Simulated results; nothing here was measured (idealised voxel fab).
The following process module bears the name voxel air gaps.
In the cross-section labelled cut, the width is 210 nm and each square cell is 5 nm.
Format of a cross-section: grid, square cells. Given as bands. Order: top down. Band: one or more rows of cells.
Quick guide to a band line: top height, bottom height (nm) up front; then every material left to right with its width in nm. Only one material and it's marked "throughout"? Then it fills the band edge to edge. And "air" just means empty space.
Ref level 0: as-received wafer is one material below here. Bottom band extends down with no lower bound ("0 nm and below").
Top row gets the first number, bottom row gets the second, and each row in between changes by the same step: that is how a band width like "30->40" works.
A step reported as "no alterations made" is a step in which no cell of the cross-section changed.
Empty spaces counting at least 8 cells and having no open way to the top are listed in "Cavities, sealed". The notation width x height at distance is used for each, the distance being from the left edge and all three values in nm.
It should be noted that, on the line of a given step, the content following the step's settings is a remark produced by the simulator itself with respect to that step.
overlay nm, on a step with a mask: how far to the right of its planned place the mask lay; to the left if negative
-- Steps planned for the process
1: RECEIVE: material Si
2: CONFORMAL_DEP: material SiO2, thk nm 15
3: CONFORMAL_DEP: material SiN, thk nm 5
4: DIRECTIONAL_DEP: material SiO2, thk nm 40
5: PATTERN: tone open, mask id LINES, material resist, width nm 15, pitch nm 45, thk nm 20, overlay nm 0
6: DIRECTIONAL_ETCH: etch materials SiO2, depth nm 40
7: STRIP: etch materials resist
8: CONFORMAL_DEP: material TiN, thk nm 5
9: FILL_DEP: material W, thk nm 5
10: CMP: height nm 60
11: EPI: material Ru, thk nm 10
12: SELECTIVE_ETCH: etch materials SiO2, depth nm 50
13: CONFORMAL_DEP: material SiN, thk nm 5
-- Cross-sectional view of the wafer in its as-received condition, corresponding to the state after step 1
* 0 nm and below | Si throughout
* Cavities, sealed: none
-- Cross-sectional image of the first of two wafers at the end of the module, the run having proceeded as planned
* 75 nm to 70 nm | air (15) | SiN (180) | air (15)
* 70 nm to 60 nm | air (15) | SiN (5) | Ru (35) | SiN (10) | Ru (35) | SiN (10) | Ru (35) | SiN (10) | Ru (35) | SiN (5) | air (15)
* 60 nm to 55 nm | air (15) | SiN (15) | TiN (5) | W (5) | TiN (5) | SiN (30) | TiN (5) | W (5) | TiN (5) | SiN (30) | TiN (5) | W (5) | TiN (5) | SiN (30) | TiN (5) | W (5) | TiN (5) | SiN (15) | air (15)
* 55 nm to 25 nm | air (25) | SiN (5) | TiN (5) | W (5) | TiN (5) | SiN (5) | air (20) | SiN (5) | TiN (5) | W (5) | TiN (5) | SiN (5) | air (20) | SiN (5) | TiN (5) | W (5) | TiN (5) | SiN (5) | air (20) | SiN (5) | TiN (5) | W (5) | TiN (5) | SiN (5) | air (25)
* 25 nm to 20 nm | SiN (30) | TiN (15) | SiN (30) | TiN (15) | SiN (30) | TiN (15) | SiN (30) | TiN (15) | SiN (30)
* 20 nm to 15 nm | SiN throughout
* 15 nm to 0 nm | SiO2 throughout
* 0 nm and below | Si throughout
* Cavities, sealed: 20 x 30 at 50; 20 x 30 at 95; 20 x 30 at 140
-- Cross-section, second wafer: same start as the first, same plan as the first, one mistake in running it; taken at the end of the module
* 75 nm to 70 nm | air (10) | SiN (180) | air (20)
* 70 nm to 60 nm | air (10) | SiN (5) | Ru (35) | SiN (10) | Ru (35) | SiN (10) | Ru (35) | SiN (10) | Ru (35) | SiN (5) | air (20)
* 60 nm to 55 nm | air (10) | SiN (15) | TiN (5) | W (5) | TiN (5) | SiN (30) | TiN (5) | W (5) | TiN (5) | SiN (30) | TiN (5) | W (5) | TiN (5) | SiN (30) | TiN (5) | W (5) | TiN (5) | SiN (15) | air (20)
* 55 nm to 25 nm | air (20) | SiN (5) | TiN (5) | W (5) | TiN (5) | SiN (5) | air (20) | SiN (5) | TiN (5) | W (5) | TiN (5) | SiN (5) | air (20) | SiN (5) | TiN (5) | W (5) | TiN (5) | SiN (5) | air (20) | SiN (5) | TiN (5) | W (5) | TiN (5) | SiN (5) | air (30)
* 25 nm to 20 nm | SiN (25) | TiN (15) | SiN (30) | TiN (15) | SiN (30) | TiN (15) | SiN (30) | TiN (15) | SiN (35)
* 20 nm to 15 nm | SiN throughout
* 15 nm to 0 nm | SiO2 throughout
* 0 nm and below | Si throughout
* Cavities, sealed: 20 x 30 at 45; 20 x 30 at 90; 20 x 30 at 135
So what did we get wrong on this run? planned and actual differ for step 5; actual: PATTERN: tone open, mask id LINES, material resist, width nm 15, pitch nm 45, thk nm 20, overlay nm -5
End check, second vs first wafer: material counts in cells match, positions do not.
